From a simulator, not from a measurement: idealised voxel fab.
The process module presented herein is designated voxel gate over fins.
We display cut, a cross-section 275 nm in width whose square cells are each 5 nm.
If you're reading a cross-section in this doc, picture square cells in a grid; it comes to you as bands, top ones listed first down to the bottom, and a band can be one or more rows of cells.
Top height, bottom height, nm. Materials left to right, width each, nm. Single material + "edge to edge" = fills band edge to edge. "empty" = empty.
Below 0: as-received wafer, all one material; heights counted from there. Lowest band: no bottom, goes on down, written "0 nm and below".
Width "30..40": first value at the band's top row of cells, second value at its bottom row, equal change from row to row.
"nothing altered" after a step means that no cell of the cross-section changed.
The label "closed voids" introduces a list of the empty spaces, 8 cells or larger, that have no open way up to the top; each entry in it reads width x height at distance, where the distance is taken from the left edge and all three are stated in nm.
Post-settings text on a step line: simulator's own remark regarding the step.
If you see "overlay nm" on a step's line and that step has a mask, it's telling you how far right of where it was planned the mask ended up; a negative number means it went left instead.

## The process steps that were planned are listed below
step 1: RECEIVE: material Si
step 2: CONFORMAL_DEP: material SiN, thk nm 10
step 3: MASKED_ETCH: tone cover, mask id FINS, width nm 15, pitch nm 35, etch materials SiN, depth nm 10, overlay nm 0
step 4: MASKED_ETCH: tone cover, mask id FINS, width nm 15, pitch nm 35, etch materials Si, depth nm 40, overlay nm 0
step 5: FILL_DEP: material SiO2, thk nm 5
step 6: CMP: height nm 10
step 7: SELECTIVE_ETCH: etch materials SiO2, depth nm 20
step 8: STRIP: etch materials SiN
step 9: CONFORMAL_DEP: material HfO2, thk nm 5
step 10: CONFORMAL_DEP: material TiN, thk nm 5
step 11: FILL_DEP: material W, thk nm 10
step 12: CMP: height nm 15
step 13: CONFORMAL_DEP: material SiCN, thk nm 10
Keep in mind the plan's value for the thk nm of step 9 comes from the first wafer; the wafers don't share that setting, but they do share the same starting point.

## Incoming state of the first of several wafers in cross-section: after step 1
    0 nm and below = Si edge to edge
    closed voids: none

## End-of-module cross-section, first of several wafers, after last step 13
    25 nm to 15 nm = SiCN edge to edge
    15 nm to 10 nm = W edge to edge
    10 nm to 5 nm = W 85 nm; TiN 105 nm; W 85 nm
    5 nm to 0 nm = W 85 nm; TiN 5 nm; HfO2 25 nm; TiN 10 nm; HfO2 25 nm; TiN 10 nm; HfO2 25 nm; TiN 5 nm; W 85 nm
    0 nm to -5 nm = TiN 90 nm; HfO2 5 nm; Si 15 nm; HfO2 5 nm; TiN 10 nm; HfO2 5 nm; Si 15 nm; HfO2 5 nm; TiN 10 nm; HfO2 5 nm; Si 15 nm; HfO2 5 nm; TiN 90 nm
    -5 nm to -10 nm = HfO2 95 nm; Si 15 nm; HfO2 20 nm; Si 15 nm; HfO2 20 nm; Si 15 nm; HfO2 95 nm
    -10 nm to -40 nm = SiO2 95 nm; Si 15 nm; SiO2 20 nm; Si 15 nm; SiO2 20 nm; Si 15 nm; SiO2 95 nm
    -40 nm and below = Si edge to edge
    closed voids: none

## Cross-section at module completion, last wafer
    25 nm to 15 nm = SiCN edge to edge
    15 nm to 10 nm = TiN 75 nm; HfO2 125 nm; TiN 75 nm
    10 nm to 0 nm = HfO2 edge to edge
    0 nm to -10 nm = HfO2 95 nm; Si 15 nm; HfO2 20 nm; Si 15 nm; HfO2 20 nm; Si 15 nm; HfO2 95 nm
    -10 nm to -40 nm = SiO2 95 nm; Si 15 nm; SiO2 20 nm; Si 15 nm; SiO2 20 nm; Si 15 nm; SiO2 95 nm
    -40 nm and below = Si edge to edge
    closed voids: none

## Rows = wafers. At module end, each row lists per material the cells gained (+) or lost (-) since the wafer was received, then the closed voids
thk nm 5; +67 HfO2; -368 Si; +110 SiCN; +276 SiO2; +67 TiN; +123 W; closed voids: none
thk nm 10; +134 HfO2; -368 Si; +110 SiCN; +276 SiO2; +59 TiN; +64 W; closed voids: none
thk nm 15; +193 HfO2; -368 Si; +110 SiCN; +276 SiO2; +34 TiN; +30 W; closed voids: none
thk nm 20; +227 HfO2; -368 Si; +110 SiCN; +276 SiO2; +30 TiN; closed voids: none
